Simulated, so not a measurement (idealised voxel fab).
process module | voxel transistor to metal
cross-section cut | 145 nm wide | cells 5 nm
A cross-section is a grid of square cells, given in bands from the top down. A band is one or more rows of cells.
Each band's line starts with the height of the band's top and of its bottom, in nm. Then come its materials from left to right, each with its width in nm. One material with "throughout" fills the band from edge to edge. "air" is empty space.
Height 0 is the level under which the wafer as received is all one material. The lowest band goes on downwards, as in "0 down".
A width such as "30 to 40" changes by the same amount from each row of cells to the next, from the band's top row to its bottom row.
"no change" after a step means that no cell of the cross-section changed.
closed voids: empty space of 8 cells or more with no open way to the top, each as width x height at its distance from the left edge, in nm
after a step's settings: what the simulator itself notes on the step
overlay nm, on a step with a mask: how far to the right of its planned place the mask lay; to the left if negative
plan
1 op RECEIVE | material Si
2 op OXIDIZE | depth nm 5
3 op CONFORMAL_DEP | material SiN | thk nm 10
4 op MASKED_ETCH | tone cover | mask id ACTIVE | width nm 95 | etch materials SiN | depth nm 10 | overlay nm 0
5 op MASKED_ETCH | tone cover | mask id ACTIVE | width nm 95 | etch materials SiO2 | depth nm 5 | overlay nm 0
6 op MASKED_ETCH | tone cover | mask id ACTIVE | width nm 95 | etch materials Si | depth nm 20 | overlay nm 0
7 op FILL_DEP | material SiO2 | thk nm 10
8 op CMP | height nm 10
9 op SELECTIVE_ETCH | etch materials SiO2 | depth nm 5
10 op STRIP | etch materials SiN
11 op SELECTIVE_ETCH | etch materials SiO2 | depth nm 5
12 op OXIDIZE | depth nm 5
13 op DIRECTIONAL_DEP | material polySi | thk nm 25
14 op DIRECTIONAL_DEP | material SiCN | thk nm 10
15 op MASKED_ETCH | tone cover | mask id GATE | width nm 25 | etch materials SiCN | depth nm 20 | overlay nm 0
16 op MASKED_ETCH | tone cover | mask id GATE | width nm 25 | etch materials polySi | depth nm 35 | overlay nm 0
17 op CONFORMAL_DEP | material SiN | thk nm 10
18 op DIRECTIONAL_ETCH | etch materials SiN | depth nm 10
19 op DIRECTIONAL_ETCH | etch materials SiO2 | depth nm 5
20 op DIRECTIONAL_ETCH | etch materials Si | depth nm 15
21 op EPI | material SiGe | thk nm 20
22 op FILL_DEP | material SiO2 | thk nm 10
23 op CMP | height nm 30
24 op DIRECTIONAL_DEP | material SiO2 | thk nm 15
25 op DIRECTIONAL_DEP | material aC | thk nm 15
26 op PATTERN | tone open | mask id CONTACT | material resist | width nm 25 | pitch nm 60 | thk nm 30 | overlay nm 0
27 op DIRECTIONAL_ETCH | etch materials aC | depth nm 15
28 op STRIP | etch materials resist
29 op DIRECTIONAL_ETCH | etch materials SiO2 | depth nm 35
30 op STRIP | etch materials aC
31 op CONFORMAL_DEP | material TiN | thk nm 5
32 op FILL_DEP | material Ru | thk nm 5
33 op CMP | height nm 45
34 op CONFORMAL_DEP | material SiN | thk nm 5
35 op DIRECTIONAL_DEP | material SiO2 | thk nm 20
36 op PATTERN | tone open | mask id METAL_1 | material resist | width nm 15 | pitch nm 70 | thk nm 15 | overlay nm 0
37 op DIRECTIONAL_ETCH | etch materials SiO2 | depth nm 20
38 op DIRECTIONAL_ETCH | etch materials SiN | depth nm 5
39 op STRIP | etch materials resist
40 op CONFORMAL_DEP | material TiN | thk nm 5
41 op FILL_DEP | material W | thk nm 5
42 op CMP | height nm 70
43 op CONFORMAL_DEP | material SiCN | thk nm 5
first wafer, as planned
as received, after step 1
  0 down: Si throughout
  closed voids: none
after step 2
  0 to -5: SiO2 throughout
  below -5: unchanged
after step 3
  10 to 0: SiN throughout
  below 0: unchanged
after step 4
  10 to 0: air 25 | SiN 95 | air 25
  below 0: unchanged
after step 5
  10 to 0: air 25 | SiN 95 | air 25
  0 to -5: air 25 | SiO2 95 | air 25
  below -5: unchanged
after step 6
  10 to 0: air 25 | SiN 95 | air 25
  0 to -5: air 25 | SiO2 95 | air 25
  -5 to -25: air 25 | Si 95 | air 25
  below -25: unchanged
after step 7
  20 to 10: SiO2 throughout
  10 to 0: SiO2 25 | SiN 95 | SiO2 25
  0 to -5: SiO2 throughout
  -5 to -25: SiO2 25 | Si 95 | SiO2 25
  below -25: unchanged
after step 8
  10 to 0: SiO2 25 | SiN 95 | SiO2 25
  below 0: unchanged
after step 9
  10 to 5: air 25 | SiN 95 | air 25
  below 5: unchanged
after step 10
  5 to 0: SiO2 25 | air 95 | SiO2 25
  below 0: unchanged
after step 11
  0 to -5: SiO2 20 | air 105 | SiO2 20
  below -5: unchanged
after step 12
  0 to -5: SiO2 20 | air 105 | SiO2 20
  -5 to -10: SiO2 throughout
  below -10: unchanged
after step 13
  25 to 20: polySi 20 | air 105 | polySi 20
  20 to 0: polySi throughout
  0 to -5: SiO2 20 | polySi 105 | SiO2 20
  below -5: unchanged
after step 14
  35 to 30: SiCN 20 | air 105 | SiCN 20
  30 to 25: SiCN throughout
  25 to 20: polySi 20 | SiCN 105 | polySi 20
  below 20: unchanged
after step 15
  30 to 25: air 60 | SiCN 25 | air 60
  25 to 20: polySi 20 | air 40 | SiCN 25 | air 40 | polySi 20
  below 20: unchanged
after step 16
  30 to 20: air 60 | SiCN 25 | air 60
  20 to 0: air 60 | polySi 25 | air 60
  0 to -5: SiO2 20 | air 40 | polySi 25 | air 40 | SiO2 20
  below -5: unchanged
after step 17
  40 to 30: air 50 | SiN 45 | air 50
  30 to 20: air 50 | SiN 10 | SiCN 25 | SiN 10 | air 50
  20 to 10: air 50 | SiN 10 | polySi 25 | SiN 10 | air 50
  10 to 5: SiN 30 | air 20 | SiN 10 | polySi 25 | SiN 10 | air 20 | SiN 30
  5 to 0: SiN 60 | polySi 25 | SiN 60
  0 to -5: SiO2 20 | SiN 40 | polySi 25 | SiN 40 | SiO2 20
  below -5: unchanged
after step 18
  30 to 20: air 50 | SiN 10 | SiCN 25 | SiN 10 | air 50
  20 to 0: air 50 | SiN 10 | polySi 25 | SiN 10 | air 50
  0 to -5: SiO2 20 | SiN 10 | air 20 | SiN 10 | polySi 25 | SiN 10 | air 20 | SiN 10 | SiO2 20
  below -5: unchanged
after step 19
  30 to 20: air 50 | SiN 10 | SiCN 25 | SiN 10 | air 50
  20 to 0: air 50 | SiN 10 | polySi 25 | SiN 10 | air 50
  0 to -5: air 20 | SiN 10 | air 20 | SiN 10 | polySi 25 | SiN 10 | air 20 | SiN 10 | air 20
  -5 to -10: SiO2 30 | air 20 | SiO2 45 | air 20 | SiO2 30
  below -10: unchanged
after step 20
  30 to 20: air 50 | SiN 10 | SiCN 25 | SiN 10 | air 50
  20 to 0: air 50 | SiN 10 | polySi 25 | SiN 10 | air 50
  0 to -5: air 20 | SiN 10 | air 20 | SiN 10 | polySi 25 | SiN 10 | air 20 | SiN 10 | air 20
  -5 to -10: SiO2 30 | air 20 | SiO2 45 | air 20 | SiO2 30
  -10 to -25: SiO2 25 | Si 5 | air 20 | Si 45 | air 20 | Si 5 | SiO2 25
  below -25: unchanged
after step 21
  30 to 20: air 50 | SiN 10 | SiCN 25 | SiN 10 | air 50
  20 to 10: air 50 | SiN 10 | polySi 25 | SiN 10 | air 50
  10 to 0: air 20 | SiGe 30 | SiN 10 | polySi 25 | SiN 10 | SiGe 30 | air 20
  0 to -5: air 20 | SiN 10 | SiGe 20 | SiN 10 | polySi 25 | SiN 10 | SiGe 20 | SiN 10 | air 20
  -5 to -10: SiO2 30 | SiGe 20 | SiO2 45 | SiGe 20 | SiO2 30
  -10 to -25: SiO2 25 | Si 5 | SiGe 20 | Si 45 | SiGe 20 | Si 5 | SiO2 25
  below -25: unchanged
after step 22
  40 to 30: SiO2 throughout
  30 to 20: SiO2 50 | SiN 10 | SiCN 25 | SiN 10 | SiO2 50
  20 to 10: SiO2 50 | SiN 10 | polySi 25 | SiN 10 | SiO2 50
  10 to 0: SiO2 20 | SiGe 30 | SiN 10 | polySi 25 | SiN 10 | SiGe 30 | SiO2 20
  0 to -5: SiO2 20 | SiN 10 | SiGe 20 | SiN 10 | polySi 25 | SiN 10 | SiGe 20 | SiN 10 | SiO2 20
  below -5: unchanged
after step 23
  30 to 20: SiO2 50 | SiN 10 | SiCN 25 | SiN 10 | SiO2 50
  below 20: unchanged
after step 24
  45 to 30: SiO2 throughout
  below 30: unchanged
after step 25
  60 to 45: aC throughout
  below 45: unchanged
after step 26
  90 to 60: resist 30 | air 25 | resist 35 | air 25 | resist 30
  below 60: unchanged
after step 27
  75 to 60: resist 30 | air 25 | resist 35 | air 25 | resist 30
  60 to 45: aC 30 | air 25 | aC 35 | air 25 | aC 30
  below 45: unchanged
after step 28
  60 to 45: aC 30 | air 25 | aC 35 | air 25 | aC 30
  below 45: unchanged
after step 29
  60 to 45: aC 30 | air 25 | aC 35 | air 25 | aC 30
  45 to 30: SiO2 30 | air 25 | SiO2 35 | air 25 | SiO2 30
  30 to 20: SiO2 30 | air 20 | SiN 10 | SiCN 25 | SiN 10 | air 20 | SiO2 30
  20 to 10: SiO2 30 | air 20 | SiN 10 | polySi 25 | SiN 10 | air 20 | SiO2 30
  below 10: unchanged
after step 30
  45 to 30: SiO2 30 | air 25 | SiO2 35 | air 25 | SiO2 30
  below 30: unchanged
after step 31
  50 to 45: TiN 35 | air 15 | TiN 45 | air 15 | TiN 35
  45 to 35: SiO2 30 | TiN 5 | air 15 | TiN 5 | SiO2 35 | TiN 5 | air 15 | TiN 5 | SiO2 30
  35 to 30: SiO2 30 | TiN 5 | air 10 | TiN 10 | SiO2 35 | TiN 10 | air 10 | TiN 5 | SiO2 30
  30 to 20: SiO2 30 | TiN 5 | air 10 | TiN 5 | SiN 10 | SiCN 25 | SiN 10 | TiN 5 | air 10 | TiN 5 | SiO2 30
  20 to 15: SiO2 30 | TiN 5 | air 10 | TiN 5 | SiN 10 | polySi 25 | SiN 10 | TiN 5 | air 10 | TiN 5 | SiO2 30
  15 to 10: SiO2 30 | TiN 20 | SiN 10 | polySi 25 | SiN 10 | TiN 20 | SiO2 30
  below 10: unchanged
after step 32
  55 to 50: Ru throughout
  50 to 45: TiN 35 | Ru 15 | TiN 45 | Ru 15 | TiN 35
  45 to 35: SiO2 30 | TiN 5 | Ru 15 | TiN 5 | SiO2 35 | TiN 5 | Ru 15 | TiN 5 | SiO2 30
  35 to 30: SiO2 30 | TiN 5 | Ru 10 | TiN 10 | SiO2 35 | TiN 10 | Ru 10 | TiN 5 | SiO2 30
  30 to 20: SiO2 30 | TiN 5 | Ru 10 | TiN 5 | SiN 10 | SiCN 25 | SiN 10 | TiN 5 | Ru 10 | TiN 5 | SiO2 30
  20 to 15: SiO2 30 | TiN 5 | Ru 10 | TiN 5 | SiN 10 | polySi 25 | SiN 10 | TiN 5 | Ru 10 | TiN 5 | SiO2 30
  below 15: unchanged
after step 33
  45 to 35: SiO2 30 | TiN 5 | Ru 15 | TiN 5 | SiO2 35 | TiN 5 | Ru 15 | TiN 5 | SiO2 30
  below 35: unchanged
after step 34
  50 to 45: SiN throughout
  below 45: unchanged
after step 35
  70 to 50: SiO2 throughout
  below 50: unchanged
after step 36
  85 to 70: resist 30 | air 15 | resist 55 | air 15 | resist 30
  below 70: unchanged
after step 37
  85 to 70: resist 30 | air 15 | resist 55 | air 15 | resist 30
  70 to 50: SiO2 30 | air 15 | SiO2 55 | air 15 | SiO2 30
  below 50: unchanged
after step 38
  85 to 70: resist 30 | air 15 | resist 55 | air 15 | resist 30
  70 to 50: SiO2 30 | air 15 | SiO2 55 | air 15 | SiO2 30
  50 to 45: SiN 30 | air 15 | SiN 55 | air 15 | SiN 30
  below 45: unchanged
after step 39
  70 to 50: SiO2 30 | air 15 | SiO2 55 | air 15 | SiO2 30
  below 50: unchanged
after step 40
  75 to 70: TiN 35 | air 5 | TiN 65 | air 5 | TiN 35
  70 to 50: SiO2 30 | TiN 5 | air 5 | TiN 5 | SiO2 55 | TiN 5 | air 5 | TiN 5 | SiO2 30
  50 to 45: SiN 30 | TiN 15 | SiN 55 | TiN 15 | SiN 30
  below 45: unchanged
after step 41
  80 to 75: W throughout
  75 to 70: TiN 35 | W 5 | TiN 65 | W 5 | TiN 35
  70 to 50: SiO2 30 | TiN 5 | W 5 | TiN 5 | SiO2 55 | TiN 5 | W 5 | TiN 5 | SiO2 30
  below 50: unchanged
after step 42
  70 to 50: SiO2 30 | TiN 5 | W 5 | TiN 5 | SiO2 55 | TiN 5 | W 5 | TiN 5 | SiO2 30
  below 50: unchanged
after step 43
  75 to 70: SiCN throughout
  below 70: unchanged
second wafer: like start, like plan, one mistake. Through step 27 it matches the first wafer
when step 28 should have ended: no change
when step 29 should have ended
  75 to 60: resist 30 | air 25 | resist 35 | air 25 | resist 30
  60 to 45: aC 30 | air 25 | aC 35 | air 25 | aC 30
  45 to 30: SiO2 30 | air 25 | SiO2 35 | air 25 | SiO2 30
  30 to 20: SiO2 30 | air 20 | SiN 10 | SiCN 25 | SiN 10 | air 20 | SiO2 30
  20 to 10: SiO2 30 | air 20 | SiN 10 | polySi 25 | SiN 10 | air 20 | SiO2 30
  below 10: unchanged
when step 30 should have ended
  45 to 30: SiO2 30 | air 25 | SiO2 35 | air 25 | SiO2 30
  below 30: unchanged
when step 31 should have ended
  50 to 45: TiN 35 | air 15 | TiN 45 | air 15 | TiN 35
  45 to 35: SiO2 30 | TiN 5 | air 15 | TiN 5 | SiO2 35 | TiN 5 | air 15 | TiN 5 | SiO2 30
  35 to 30: SiO2 30 | TiN 5 | air 10 | TiN 10 | SiO2 35 | TiN 10 | air 10 | TiN 5 | SiO2 30
  30 to 20: SiO2 30 | TiN 5 | air 10 | TiN 5 | SiN 10 | SiCN 25 | SiN 10 | TiN 5 | air 10 | TiN 5 | SiO2 30
  20 to 15: SiO2 30 | TiN 5 | air 10 | TiN 5 | SiN 10 | polySi 25 | SiN 10 | TiN 5 | air 10 | TiN 5 | SiO2 30
  15 to 10: SiO2 30 | TiN 20 | SiN 10 | polySi 25 | SiN 10 | TiN 20 | SiO2 30
  below 10: unchanged
when step 32 should have ended
  55 to 50: Ru throughout
  50 to 45: TiN 35 | Ru 15 | TiN 45 | Ru 15 | TiN 35
  45 to 35: SiO2 30 | TiN 5 | Ru 15 | TiN 5 | SiO2 35 | TiN 5 | Ru 15 | TiN 5 | SiO2 30
  35 to 30: SiO2 30 | TiN 5 | Ru 10 | TiN 10 | SiO2 35 | TiN 10 | Ru 10 | TiN 5 | SiO2 30
  30 to 20: SiO2 30 | TiN 5 | Ru 10 | TiN 5 | SiN 10 | SiCN 25 | SiN 10 | TiN 5 | Ru 10 | TiN 5 | SiO2 30
  20 to 15: SiO2 30 | TiN 5 | Ru 10 | TiN 5 | SiN 10 | polySi 25 | SiN 10 | TiN 5 | Ru 10 | TiN 5 | SiO2 30
  below 15: unchanged
when step 33 should have ended
  45 to 35: SiO2 30 | TiN 5 | Ru 15 | TiN 5 | SiO2 35 | TiN 5 | Ru 15 | TiN 5 | SiO2 30
  below 35: unchanged
when step 34 should have ended
  50 to 45: SiN throughout
  below 45: unchanged
when step 35 should have ended
  70 to 50: SiO2 throughout
  below 50: unchanged
when step 36 should have ended
  85 to 70: resist 30 | air 15 | resist 55 | air 15 | resist 30
  below 70: unchanged
when step 37 should have ended
  85 to 70: resist 30 | air 15 | resist 55 | air 15 | resist 30
  70 to 50: SiO2 30 | air 15 | SiO2 55 | air 15 | SiO2 30
  below 50: unchanged
when step 38 should have ended
  85 to 70: resist 30 | air 15 | resist 55 | air 15 | resist 30
  70 to 50: SiO2 30 | air 15 | SiO2 55 | air 15 | SiO2 30
  50 to 45: SiN 30 | air 15 | SiN 55 | air 15 | SiN 30
  below 45: unchanged
when step 39 should have ended
  70 to 50: SiO2 30 | air 15 | SiO2 55 | air 15 | SiO2 30
  below 50: unchanged
when step 40 should have ended
  75 to 70: TiN 35 | air 5 | TiN 65 | air 5 | TiN 35
  70 to 50: SiO2 30 | TiN 5 | air 5 | TiN 5 | SiO2 55 | TiN 5 | air 5 | TiN 5 | SiO2 30
  50 to 45: SiN 30 | TiN 15 | SiN 55 | TiN 15 | SiN 30
  below 45: unchanged
when step 41 should have ended
  80 to 75: W throughout
  75 to 70: TiN 35 | W 5 | TiN 65 | W 5 | TiN 35
  70 to 50: SiO2 30 | TiN 5 | W 5 | TiN 5 | SiO2 55 | TiN 5 | W 5 | TiN 5 | SiO2 30
  below 50: unchanged
when step 42 should have ended
  70 to 50: SiO2 30 | TiN 5 | W 5 | TiN 5 | SiO2 55 | TiN 5 | W 5 | TiN 5 | SiO2 30
  below 50: unchanged
when step 43 should have ended
  75 to 70: SiCN throughout
  below 70: unchanged
what went wrong: step 28 was left out
at the end the two cross-sections are the same: no effect in what this model computes
